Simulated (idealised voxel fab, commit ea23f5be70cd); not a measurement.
Proc. module: voxel transistor to metal
Cross-sectional view cut (width: 225 nm; square cell size: 5 nm).
A cross-section is a grid of square cells, given in bands from the top down. A band is one or more rows of cells.
Band entry format. Leading values: height of top, height of bottom, nm. Remainder: materials in left-to-right order, each with its width in nm. Special words: "full width" on a single material, which then fills the band edge to edge; "blank", empty space.
Below 0: as-received wafer, all one material; heights counted from there. Lowest band: no bottom, goes on down, written "0 down".
The notation "30 to 40" denotes a width that varies across the rows of cells in the band, beginning at the first number in the top row, finishing at the second number in the bottom row, and changing by an identical amount from each row to the next.
You'll sometimes find "nothing got changed" written for a step, and that's the way of saying that nowhere in the cross-section did a cell change during that step.
"Enclosed void list" means: voids of 8 cells or more that are shut off from the top with no open way through. Written width x height at distance, distance from the left edge, in nm.
Note: text after step settings on the step line = simulator remark on that step.
overlay nm: right-of-plan distance of the mask on a masked step; negative values mean left-of-plan.
PROCESS STEPS (PLANNED)
step 1: RECEIVE | material Si
step 2: CONFORMAL_DEP | material SiO2 | thk nm 5
step 3: CONFORMAL_DEP | material SiN | thk nm 15
step 4: MASKED_ETCH | tone cover | mask id ACTIVE | width nm 85 | pitch nm 110 | etch materials SiN | depth nm 15 | overlay nm 0
step 5: MASKED_ETCH | tone cover | mask id ACTIVE | width nm 85 | pitch nm 110 | etch materials SiO2 | depth nm 5 | overlay nm 0
step 6: MASKED_ETCH | tone cover | mask id ACTIVE | width nm 85 | pitch nm 110 | etch materials Si | depth nm 30 | overlay nm 0
step 7: OXIDIZE | depth nm 5
step 8: FILL_DEP | material SiO2 | thk nm 10
step 9: CMP | height nm 20
step 10: SELECTIVE_ETCH | etch materials SiO2 | depth nm 10
step 11: STRIP | etch materials SiN
step 12: SELECTIVE_ETCH | etch materials SiO2 | depth nm 5
step 13: OXIDIZE | depth nm 5
step 14: DIRECTIONAL_DEP | material polySi | thk nm 25
step 15: DIRECTIONAL_DEP | material SiCN | thk nm 15
step 16: DIRECTIONAL_DEP | material aC | thk nm 10
step 17: PATTERN | tone cover | mask id GATE | material resist | width nm 15 | pitch nm 110 | thk nm 30 | overlay nm 0
step 18: DIRECTIONAL_ETCH | etch materials aC | depth nm 10
step 19: STRIP | etch materials resist
step 20: DIRECTIONAL_ETCH | etch materials SiCN | depth nm 25
step 21: DIRECTIONAL_ETCH | etch materials polySi | depth nm 35
step 22: STRIP | etch materials aC
step 23: CONFORMAL_DEP | material SiN | thk nm 5
step 24: DIRECTIONAL_ETCH | etch materials SiN | depth nm 5
step 25: DIRECTIONAL_ETCH | etch materials SiO2 | depth nm 5
step 26: DIRECTIONAL_ETCH | etch materials Si | depth nm 15
step 27: EPI | material pSi | thk nm 15
step 28: FILL_DEP | material SiO2 | thk nm 10
step 29: CMP | height nm 40
step 30: DIRECTIONAL_DEP | material SiO2 | thk nm 15
step 31: MASKED_ETCH | tone open | mask id CONTACT | width nm 15 | etch materials SiO2 | depth nm 60 | overlay nm 0
step 32: CONFORMAL_DEP | material TiN | thk nm 5
step 33: FILL_DEP | material W | thk nm 5
step 34: CMP | height nm 55
step 35: CONFORMAL_DEP | material SiCN | thk nm 5
step 36: DIRECTIONAL_DEP | material SiO2 | thk nm 15
step 37: MASKED_ETCH | tone open | mask id METAL_1 | width nm 15 | etch materials SiO2 | depth nm 15 | overlay nm 0
step 38: MASKED_ETCH | tone open | mask id METAL_1 | width nm 15 | etch materials SiCN | depth nm 5 | overlay nm 0
step 39: CONFORMAL_DEP | material TiN | thk nm 5
step 40: FILL_DEP | material Ru | thk nm 10
step 41: CMP | height nm 75
step 42: CONFORMAL_DEP | material SiN | thk nm 5
OF TWO WAFERS, THE FIRST: RUN ACCORDING TO PLAN
CROSS-SECTIONAL VIEW OF THE WAFER IN ITS AS-RECEIVED CONDITION, CORRESPONDING TO THE STATE AFTER STEP 1
0 down | Si full width
Enclosed void list: none
CROSS-SECTION OF THE WAFER AFTER STEP 2
5 to 0 | SiO2 full width
Everything under 0 stays put, no change at all.
CROSS-SECTION OF THE WAFER AFTER STEP 3
20 to 5 | SiN full width
Everything under 5 stays put, no change at all.
CROSS-SECTION OF THE WAFER AFTER STEP 4
20 to 5 | blank 15 | SiN 85 | blank 25 | SiN 85 | blank 15
Everything under 5 stays put, no change at all.
CROSS-SECTION OF THE WAFER AFTER STEP 5
20 to 5 | blank 15 | SiN 85 | blank 25 | SiN 85 | blank 15
5 to 0 | blank 15 | SiO2 85 | blank 25 | SiO2 85 | blank 15
Everything under 0 stays put, no change at all.
CROSS-SECTION OF THE WAFER AFTER STEP 6
20 to 5 | blank 15 | SiN 85 | blank 25 | SiN 85 | blank 15
5 to 0 | blank 15 | SiO2 85 | blank 25 | SiO2 85 | blank 15
0 to -30 | blank 15 | Si 85 | blank 25 | Si 85 | blank 15
Everything under -30 stays put, no change at all.
CROSS-SECTION OF THE WAFER AFTER STEP 7
20 to 5 | blank 15 | SiN 85 | blank 25 | SiN 85 | blank 15
5 to 0 | blank 15 | SiO2 85 | blank 25 | SiO2 85 | blank 15
0 to -30 | blank 15 | SiO2 5 | Si 75 | SiO2 5 | blank 25 | SiO2 5 | Si 75 | SiO2 5 | blank 15
-30 to -35 | SiO2 20 | Si 75 | SiO2 35 | Si 75 | SiO2 20
Everything under -35 stays put, no change at all.
CROSS-SECTION OF THE WAFER AFTER STEP 8
30 to 20 | SiO2 full width
20 to 5 | SiO2 15 | SiN 85 | SiO2 25 | SiN 85 | SiO2 15
5 to 0 | SiO2 full width
0 to -35 | SiO2 20 | Si 75 | SiO2 35 | Si 75 | SiO2 20
Everything under -35 stays put, no change at all.
CROSS-SECTION OF THE WAFER AFTER STEP 9
20 to 5 | SiO2 15 | SiN 85 | SiO2 25 | SiN 85 | SiO2 15
Everything under 5 stays put, no change at all.
CROSS-SECTION OF THE WAFER AFTER STEP 10
20 to 10 | blank 15 | SiN 85 | blank 25 | SiN 85 | blank 15
Everything under 10 stays put, no change at all.
CROSS-SECTION OF THE WAFER AFTER STEP 11
10 to 5 | SiO2 15 | blank 85 | SiO2 25 | blank 85 | SiO2 15
Everything under 5 stays put, no change at all.
CROSS-SECTION OF THE WAFER AFTER STEP 12
5 to 0 | SiO2 10 | blank 95 | SiO2 15 | blank 95 | SiO2 10
Everything under 0 stays put, no change at all.
CROSS-SECTION OF THE WAFER AFTER STEP 13
5 to 0 | SiO2 10 | blank 95 | SiO2 15 | blank 95 | SiO2 10
0 to -5 | SiO2 full width
Everything under -5 stays put, no change at all.
CROSS-SECTION OF THE WAFER AFTER STEP 14
30 to 25 | polySi 10 | blank 95 | polySi 15 | blank 95 | polySi 10
25 to 5 | polySi full width
5 to 0 | SiO2 10 | polySi 95 | SiO2 15 | polySi 95 | SiO2 10
Everything under 0 stays put, no change at all.
CROSS-SECTION OF THE WAFER AFTER STEP 15
45 to 40 | SiCN 10 | blank 95 | SiCN 15 | blank 95 | SiCN 10
40 to 30 | SiCN full width
30 to 25 | polySi 10 | SiCN 95 | polySi 15 | SiCN 95 | polySi 10
Everything under 25 stays put, no change at all.
CROSS-SECTION OF THE WAFER AFTER STEP 16
55 to 50 | aC 10 | blank 95 | aC 15 | blank 95 | aC 10
50 to 45 | aC full width
45 to 40 | SiCN 10 | aC 95 | SiCN 15 | aC 95 | SiCN 10
Everything under 40 stays put, no change at all.
CROSS-SECTION OF THE WAFER AFTER STEP 17
85 to 55 | blank 50 | resist 15 | blank 95 | resist 15 | blank 50
55 to 50 | aC 10 | blank 40 | resist 15 | blank 40 | aC 15 | blank 40 | resist 15 | blank 40 | aC 10
Everything under 50 stays put, no change at all.
CROSS-SECTION OF THE WAFER AFTER STEP 18
75 to 50 | blank 50 | resist 15 | blank 95 | resist 15 | blank 50
50 to 45 | blank 50 | aC 15 | blank 95 | aC 15 | blank 50
45 to 40 | SiCN 10 | blank 40 | aC 15 | blank 40 | SiCN 15 | blank 40 | aC 15 | blank 40 | SiCN 10
Everything under 40 stays put, no change at all.
CROSS-SECTION OF THE WAFER AFTER STEP 19
50 to 45 | blank 50 | aC 15 | blank 95 | aC 15 | blank 50
Everything under 45 stays put, no change at all.
CROSS-SECTION OF THE WAFER AFTER STEP 20
50 to 40 | blank 50 | aC 15 | blank 95 | aC 15 | blank 50
40 to 30 | blank 50 | SiCN 15 | blank 95 | SiCN 15 | blank 50
30 to 25 | polySi 10 | blank 40 | SiCN 15 | blank 40 | polySi 15 | blank 40 | SiCN 15 | blank 40 | polySi 10
Everything under 25 stays put, no change at all.
CROSS-SECTION OF THE WAFER AFTER STEP 21
50 to 40 | blank 50 | aC 15 | blank 95 | aC 15 | blank 50
40 to 25 | blank 50 | SiCN 15 | blank 95 | SiCN 15 | blank 50
25 to 5 | blank 50 | polySi 15 | blank 95 | polySi 15 | blank 50
5 to 0 | SiO2 10 | blank 40 | polySi 15 | blank 40 | SiO2 15 | blank 40 | polySi 15 | blank 40 | SiO2 10
Everything under 0 stays put, no change at all.
CROSS-SECTION OF THE WAFER AFTER STEP 22
40 to 25 | blank 50 | SiCN 15 | blank 95 | SiCN 15 | blank 50
Everything under 25 stays put, no change at all.
CROSS-SECTION OF THE WAFER AFTER STEP 23
45 to 40 | blank 45 | SiN 25 | blank 85 | SiN 25 | blank 45
40 to 25 | blank 45 | SiN 5 | SiCN 15 | SiN 5 | blank 85 | SiN 5 | SiCN 15 | SiN 5 | blank 45
25 to 10 | blank 45 | SiN 5 | polySi 15 | SiN 5 | blank 85 | SiN 5 | polySi 15 | SiN 5 | blank 45
10 to 5 | SiN 15 | blank 30 | SiN 5 | polySi 15 | SiN 5 | blank 30 | SiN 25 | blank 30 | SiN 5 | polySi 15 | SiN 5 | blank 30 | SiN 15
5 to 0 | SiO2 10 | SiN 40 | polySi 15 | SiN 40 | SiO2 15 | SiN 40 | polySi 15 | SiN 40 | SiO2 10
Everything under 0 stays put, no change at all.
CROSS-SECTION OF THE WAFER AFTER STEP 24
40 to 25 | blank 45 | SiN 5 | SiCN 15 | SiN 5 | blank 85 | SiN 5 | SiCN 15 | SiN 5 | blank 45
25 to 5 | blank 45 | SiN 5 | polySi 15 | SiN 5 | blank 85 | SiN 5 | polySi 15 | SiN 5 | blank 45
5 to 0 | SiO2 10 | SiN 5 | blank 30 | SiN 5 | polySi 15 | SiN 5 | blank 30 | SiN 5 | SiO2 15 | SiN 5 | blank 30 | SiN 5 | polySi 15 | SiN 5 | blank 30 | SiN 5 | SiO2 10
Everything under 0 stays put, no change at all.
CROSS-SECTION OF THE WAFER AFTER STEP 25
40 to 25 | blank 45 | SiN 5 | SiCN 15 | SiN 5 | blank 85 | SiN 5 | SiCN 15 | SiN 5 | blank 45
25 to 5 | blank 45 | SiN 5 | polySi 15 | SiN 5 | blank 85 | SiN 5 | polySi 15 | SiN 5 | blank 45
5 to 0 | blank 10 | SiN 5 | blank 30 | SiN 5 | polySi 15 | SiN 5 | blank 30 | SiN 5 | blank 15 | SiN 5 | blank 30 | SiN 5 | polySi 15 | SiN 5 | blank 30 | SiN 5 | blank 10
0 to -5 | SiO2 15 | blank 30 | SiO2 25 | blank 30 | SiO2 25 | blank 30 | SiO2 25 | blank 30 | SiO2 15
Everything under -5 stays put, no change at all.
CROSS-SECTION OF THE WAFER AFTER STEP 26
40 to 25 | blank 45 | SiN 5 | SiCN 15 | SiN 5 | blank 85 | SiN 5 | SiCN 15 | SiN 5 | blank 45
25 to 5 | blank 45 | SiN 5 | polySi 15 | SiN 5 | blank 85 | SiN 5 | polySi 15 | SiN 5 | blank 45
5 to 0 | blank 10 | SiN 5 | blank 30 | SiN 5 | polySi 15 | SiN 5 | blank 30 | SiN 5 | blank 15 | SiN 5 | blank 30 | SiN 5 | polySi 15 | SiN 5 | blank 30 | SiN 5 | blank 10
0 to -5 | SiO2 15 | blank 30 | SiO2 25 | blank 30 | SiO2 25 | blank 30 | SiO2 25 | blank 30 | SiO2 15
-5 to -20 | SiO2 20 | blank 25 | Si 25 | blank 25 | SiO2 35 | blank 25 | Si 25 | blank 25 | SiO2 20
Everything under -20 stays put, no change at all.
CROSS-SECTION OF THE WAFER AFTER STEP 27
40 to 25 | blank 45 | SiN 5 | SiCN 15 | SiN 5 | blank 85 | SiN 5 | SiCN 15 | SiN 5 | blank 45
25 to 10 | blank 45 | SiN 5 | polySi 15 | SiN 5 | blank 85 | SiN 5 | polySi 15 | SiN 5 | blank 45
10 to 5 | blank 30 | pSi 15 | SiN 5 | polySi 15 | SiN 5 | pSi 15 | blank 55 | pSi 15 | SiN 5 | polySi 15 | SiN 5 | pSi 15 | blank 30
5 to 0 | blank 10 | SiN 5 | blank 15 | pSi 15 | SiN 5 | polySi 15 | SiN 5 | pSi 15 | blank 15 | SiN 5 | blank 15 | SiN 5 | blank 15 | pSi 15 | SiN 5 | polySi 15 | SiN 5 | pSi 15 | blank 15 | SiN 5 | blank 10
0 to -5 | SiO2 15 | blank 15 | pSi 15 | SiO2 25 | pSi 15 | blank 15 | SiO2 25 | blank 15 | pSi 15 | SiO2 25 | pSi 15 | blank 15 | SiO2 15
-5 to -20 | SiO2 20 | pSi 25 | Si 25 | pSi 25 | SiO2 35 | pSi 25 | Si 25 | pSi 25 | SiO2 20
Everything under -20 stays put, no change at all.
CROSS-SECTION OF THE WAFER AFTER STEP 28
50 to 40 | SiO2 full width
40 to 25 | SiO2 45 | SiN 5 | SiCN 15 | SiN 5 | SiO2 85 | SiN 5 | SiCN 15 | SiN 5 | SiO2 45
25 to 10 | SiO2 45 | SiN 5 | polySi 15 | SiN 5 | SiO2 85 | SiN 5 | polySi 15 | SiN 5 | SiO2 45
10 to 5 | SiO2 30 | pSi 15 | SiN 5 | polySi 15 | SiN 5 | pSi 15 | SiO2 55 | pSi 15 | SiN 5 | polySi 15 | SiN 5 | pSi 15 | SiO2 30
5 to 0 | SiO2 10 | SiN 5 | SiO2 15 | pSi 15 | SiN 5 | polySi 15 | SiN 5 | pSi 15 | SiO2 15 | SiN 5 | SiO2 15 | SiN 5 | SiO2 15 | pSi 15 | SiN 5 | polySi 15 | SiN 5 | pSi 15 | SiO2 15 | SiN 5 | SiO2 10
0 to -5 | SiO2 30 | pSi 15 | SiO2 25 | pSi 15 | SiO2 55 | pSi 15 | SiO2 25 | pSi 15 | SiO2 30
Everything under -5 stays put, no change at all.
CROSS-SECTION OF THE WAFER AFTER STEP 29
40 to 25 | SiO2 45 | SiN 5 | SiCN 15 | SiN 5 | SiO2 85 | SiN 5 | SiCN 15 | SiN 5 | SiO2 45
Everything under 25 stays put, no change at all.
CROSS-SECTION OF THE WAFER AFTER STEP 30
55 to 40 | SiO2 full width
Everything under 40 stays put, no change at all.
CROSS-SECTION OF THE WAFER AFTER STEP 31
55 to 40 | SiO2 20 | blank 15 | SiO2 45 | blank 15 | SiO2 35 | blank 15 | SiO2 45 | blank 15 | SiO2 20
40 to 25 | SiO2 20 | blank 15 | SiO2 10 | SiN 5 | SiCN 15 | SiN 5 | SiO2 10 | blank 15 | SiO2 35 | blank 15 | SiO2 10 | SiN 5 | SiCN 15 | SiN 5 | SiO2 10 | blank 15 | SiO2 20
25 to 10 | SiO2 20 | blank 15 | SiO2 10 | SiN 5 | polySi 15 | SiN 5 | SiO2 10 | blank 15 | SiO2 35 | blank 15 | SiO2 10 | SiN 5 | polySi 15 | SiN 5 | SiO2 10 | blank 15 | SiO2 20
10 to 5 | SiO2 20 | blank 10 | pSi 15 | SiN 5 | polySi 15 | SiN 5 | pSi 15 | blank 10 | SiO2 35 | blank 10 | pSi 15 | SiN 5 | polySi 15 | SiN 5 | pSi 15 | blank 10 | SiO2 20
5 to 0 | SiO2 10 | SiN 5 | SiO2 5 | blank 10 | pSi 15 | SiN 5 | polySi 15 | SiN 5 | pSi 15 | blank 10 | SiO2 5 | SiN 5 | SiO2 15 | SiN 5 | SiO2 5 | blank 10 | pSi 15 | SiN 5 | polySi 15 | SiN 5 | pSi 15 | blank 10 | SiO2 5 | SiN 5 | SiO2 10
0 to -5 | SiO2 20 | blank 10 | pSi 15 | SiO2 25 | pSi 15 | blank 10 | SiO2 35 | blank 10 | pSi 15 | SiO2 25 | pSi 15 | blank 10 | SiO2 20
Everything under -5 stays put, no change at all.
CROSS-SECTION OF THE WAFER AFTER STEP 32
60 to 55 | TiN 25 | blank 5 | TiN 55 | blank 5 | TiN 45 | blank 5 | TiN 55 | blank 5 | TiN 25
55 to 40 | SiO2 20 | TiN 5 | blank 5 | TiN 5 | SiO2 45 | TiN 5 | blank 5 | TiN 5 | SiO2 35 | TiN 5 | blank 5 | TiN 5 | SiO2 45 | TiN 5 | blank 5 | TiN 5 | SiO2 20
40 to 25 | SiO2 20 | TiN 5 | blank 5 | TiN 5 | SiO2 10 | SiN 5 | SiCN 15 | SiN 5 | SiO2 10 | TiN 5 | blank 5 | TiN 5 | SiO2 35 | TiN 5 | blank 5 | TiN 5 | SiO2 10 | SiN 5 | SiCN 15 | SiN 5 | SiO2 10 | TiN 5 | blank 5 | TiN 5 | SiO2 20
25 to 15 | SiO2 20 | TiN 5 | blank 5 | TiN 5 | SiO2 10 | SiN 5 | polySi 15 | SiN 5 | SiO2 10 | TiN 5 | blank 5 | TiN 5 | SiO2 35 | TiN 5 | blank 5 | TiN 5 | SiO2 10 | SiN 5 | polySi 15 | SiN 5 | SiO2 10 | TiN 5 | blank 5 | TiN 5 | SiO2 20
15 to 10 | SiO2 20 | TiN 15 | SiO2 10 | SiN 5 | polySi 15 | SiN 5 | SiO2 10 | TiN 15 | SiO2 35 | TiN 15 | SiO2 10 | SiN 5 | polySi 15 | SiN 5 | SiO2 10 | TiN 15 | SiO2 20
10 to 5 | SiO2 20 | TiN 10 | pSi 15 | SiN 5 | polySi 15 | SiN 5 | pSi 15 | TiN 10 | SiO2 35 | TiN 10 | pSi 15 | SiN 5 | polySi 15 | SiN 5 | pSi 15 | TiN 10 | SiO2 20
5 to 0 | SiO2 10 | SiN 5 | SiO2 5 | TiN 10 | pSi 15 | SiN 5 | polySi 15 | SiN 5 | pSi 15 | TiN 10 | SiO2 5 | SiN 5 | SiO2 15 | SiN 5 | SiO2 5 | TiN 10 | pSi 15 | SiN 5 | polySi 15 | SiN 5 | pSi 15 | TiN 10 | SiO2 5 | SiN 5 | SiO2 10
0 to -5 | SiO2 20 | TiN 10 | pSi 15 | SiO2 25 | pSi 15 | TiN 10 | SiO2 35 | TiN 10 | pSi 15 | SiO2 25 | pSi 15 | TiN 10 | SiO2 20
Everything under -5 stays put, no change at all.
CROSS-SECTION OF THE WAFER AFTER STEP 33
65 to 60 | W full width
60 to 55 | TiN 25 | W 5 | TiN 55 | W 5 | TiN 45 | W 5 | TiN 55 | W 5 | TiN 25
55 to 40 | SiO2 20 | TiN 5 | W 5 | TiN 5 | SiO2 45 | TiN 5 | W 5 | TiN 5 | SiO2 35 | TiN 5 | W 5 | TiN 5 | SiO2 45 | TiN 5 | W 5 | TiN 5 | SiO2 20
40 to 25 | SiO2 20 | TiN 5 | W 5 | TiN 5 | SiO2 10 | SiN 5 | SiCN 15 | SiN 5 | SiO2 10 | TiN 5 | W 5 | TiN 5 | SiO2 35 | TiN 5 | W 5 | TiN 5 | SiO2 10 | SiN 5 | SiCN 15 | SiN 5 | SiO2 10 | TiN 5 | W 5 | TiN 5 | SiO2 20
25 to 15 | SiO2 20 | TiN 5 | W 5 | TiN 5 | SiO2 10 | SiN 5 | polySi 15 | SiN 5 | SiO2 10 | TiN 5 | W 5 | TiN 5 | SiO2 35 | TiN 5 | W 5 | TiN 5 | SiO2 10 | SiN 5 | polySi 15 | SiN 5 | SiO2 10 | TiN 5 | W 5 | TiN 5 | SiO2 20
Everything under 15 stays put, no change at all.
CROSS-SECTION OF THE WAFER AFTER STEP 34
55 to 40 | SiO2 20 | TiN 5 | W 5 | TiN 5 | SiO2 45 | TiN 5 | W 5 | TiN 5 | SiO2 35 | TiN 5 | W 5 | TiN 5 | SiO2 45 | TiN 5 | W 5 | TiN 5 | SiO2 20
Everything under 40 stays put, no change at all.
CROSS-SECTION OF THE WAFER AFTER STEP 35
60 to 55 | SiCN full width
Everything under 55 stays put, no change at all.
CROSS-SECTION OF THE WAFER AFTER STEP 36
75 to 60 | SiO2 full width
Everything under 60 stays put, no change at all.
CROSS-SECTION OF THE WAFER AFTER STEP 37
75 to 60 | SiO2 20 | blank 15 | SiO2 45 | blank 15 | SiO2 35 | blank 15 | SiO2 45 | blank 15 | SiO2 20
Everything under 60 stays put, no change at all.
CROSS-SECTION OF THE WAFER AFTER STEP 38
75 to 60 | SiO2 20 | blank 15 | SiO2 45 | blank 15 | SiO2 35 | blank 15 | SiO2 45 | blank 15 | SiO2 20
60 to 55 | SiCN 20 | blank 15 | SiCN 45 | blank 15 | SiCN 35 | blank 15 | SiCN 45 | blank 15 | SiCN 20
Everything under 55 stays put, no change at all.
CROSS-SECTION OF THE WAFER AFTER STEP 39
80 to 75 | TiN 25 | blank 5 | TiN 55 | blank 5 | TiN 45 | blank 5 | TiN 55 | blank 5 | TiN 25
75 to 60 | SiO2 20 | TiN 5 | blank 5 | TiN 5 | SiO2 45 | TiN 5 | blank 5 | TiN 5 | SiO2 35 | TiN 5 | blank 5 | TiN 5 | SiO2 45 | TiN 5 | blank 5 | TiN 5 | SiO2 20
60 to 55 | SiCN 20 | TiN 15 | SiCN 45 | TiN 15 | SiCN 35 | TiN 15 | SiCN 45 | TiN 15 | SiCN 20
Everything under 55 stays put, no change at all.
CROSS-SECTION OF THE WAFER AFTER STEP 40
90 to 80 | Ru full width
80 to 75 | TiN 25 | Ru 5 | TiN 55 | Ru 5 | TiN 45 | Ru 5 | TiN 55 | Ru 5 | TiN 25
75 to 60 | SiO2 20 | TiN 5 | Ru 5 | TiN 5 | SiO2 45 | TiN 5 | Ru 5 | TiN 5 | SiO2 35 | TiN 5 | Ru 5 | TiN 5 | SiO2 45 | TiN 5 | Ru 5 | TiN 5 | SiO2 20
Everything under 60 stays put, no change at all.
CROSS-SECTION OF THE WAFER AFTER STEP 41
75 to 60 | SiO2 20 | TiN 5 | Ru 5 | TiN 5 | SiO2 45 | TiN 5 | Ru 5 | TiN 5 | SiO2 35 | TiN 5 | Ru 5 | TiN 5 | SiO2 45 | TiN 5 | Ru 5 | TiN 5 | SiO2 20
Everything under 60 stays put, no change at all.
CROSS-SECTION OF THE WAFER AFTER STEP 42
80 to 75 | SiN full width
Everything under 75 stays put, no change at all.
SECOND OF TWO: SAME START, SAME PLAN, ONE RUN ERROR; STEPS UP TO AND INCLUDING 36 MATCH THE FIRST
HERE IS THE SECOND WAFER IN CROSS-SECTION AT THE POINT WHERE STEP 37 OF THE PLAN SHOULD HAVE BEEN DONE
75 to 60 | SiO2 20 | blank 20 | SiO2 40 | blank 20 | SiO2 30 | blank 20 | SiO2 40 | blank 20 | SiO2 15
Everything under 60 stays put, no change at all.
HERE IS THE SECOND WAFER IN CROSS-SECTION AT THE POINT WHERE STEP 38 OF THE PLAN SHOULD HAVE BEEN DONE
75 to 60 | SiO2 20 | blank 20 | SiO2 40 | blank 20 | SiO2 30 | blank 20 | SiO2 40 | blank 20 | SiO2 15
60 to 55 | SiCN 20 | blank 15 | SiCN 45 | blank 15 | SiCN 35 | blank 15 | SiCN 45 | blank 15 | SiCN 20
Everything under 55 stays put, no change at all.
HERE IS THE SECOND WAFER IN CROSS-SECTION AT THE POINT WHERE STEP 39 OF THE PLAN SHOULD HAVE BEEN DONE
80 to 75 | TiN 25 | blank 10 | TiN 50 | blank 10 | TiN 40 | blank 10 | TiN 50 | blank 10 | TiN 20
75 to 65 | SiO2 20 | TiN 5 | blank 10 | TiN 5 | SiO2 40 | TiN 5 | blank 10 | TiN 5 | SiO2 30 | TiN 5 | blank 10 | TiN 5 | SiO2 40 | TiN 5 | blank 10 | TiN 5 | SiO2 15
65 to 60 | SiO2 20 | TiN 5 | blank 5 | TiN 10 | SiO2 40 | TiN 5 | blank 5 | TiN 10 | SiO2 30 | TiN 5 | blank 5 | TiN 10 | SiO2 40 | TiN 5 | blank 5 | TiN 10 | SiO2 15
60 to 55 | SiCN 20 | TiN 15 | SiCN 45 | TiN 15 | SiCN 35 | TiN 15 | SiCN 45 | TiN 15 | SiCN 20
Everything under 55 stays put, no change at all.
HERE IS THE SECOND WAFER IN CROSS-SECTION AT THE POINT WHERE STEP 40 OF THE PLAN SHOULD HAVE BEEN DONE
90 to 80 | Ru full width
80 to 75 | TiN 25 | Ru 10 | TiN 50 | Ru 10 | TiN 40 | Ru 10 | TiN 50 | Ru 10 | TiN 20
75 to 65 | SiO2 20 | TiN 5 | Ru 10 | TiN 5 | SiO2 40 | TiN 5 | Ru 10 | TiN 5 | SiO2 30 | TiN 5 | Ru 10 | TiN 5 | SiO2 40 | TiN 5 | Ru 10 | TiN 5 | SiO2 15
65 to 60 | SiO2 20 | TiN 5 | Ru 5 | TiN 10 | SiO2 40 | TiN 5 | Ru 5 | TiN 10 | SiO2 30 | TiN 5 | Ru 5 | TiN 10 | SiO2 40 | TiN 5 | Ru 5 | TiN 10 | SiO2 15
Everything under 60 stays put, no change at all.
HERE IS THE SECOND WAFER IN CROSS-SECTION AT THE POINT WHERE STEP 41 OF THE PLAN SHOULD HAVE BEEN DONE
75 to 65 | SiO2 20 | TiN 5 | Ru 10 | TiN 5 | SiO2 40 | TiN 5 | Ru 10 | TiN 5 | SiO2 30 | TiN 5 | Ru 10 | TiN 5 | SiO2 40 | TiN 5 | Ru 10 | TiN 5 | SiO2 15
Everything under 65 stays put, no change at all.
HERE IS THE SECOND WAFER IN CROSS-SECTION AT THE POINT WHERE STEP 42 OF THE PLAN SHOULD HAVE BEEN DONE
80 to 75 | SiN full width
Everything under 75 stays put, no change at all.
Deviation from plan: step 37 did not happen as planned, as run it was MASKED_ETCH | tone open | mask id METAL_1 | width nm 20 | etch materials SiO2 | depth nm 15 | overlay nm 0
Per the end-of-run cell counts, the second wafer holds more or fewer of some materials than the first: +8 Ru; -12 SiO2; +4 TiN
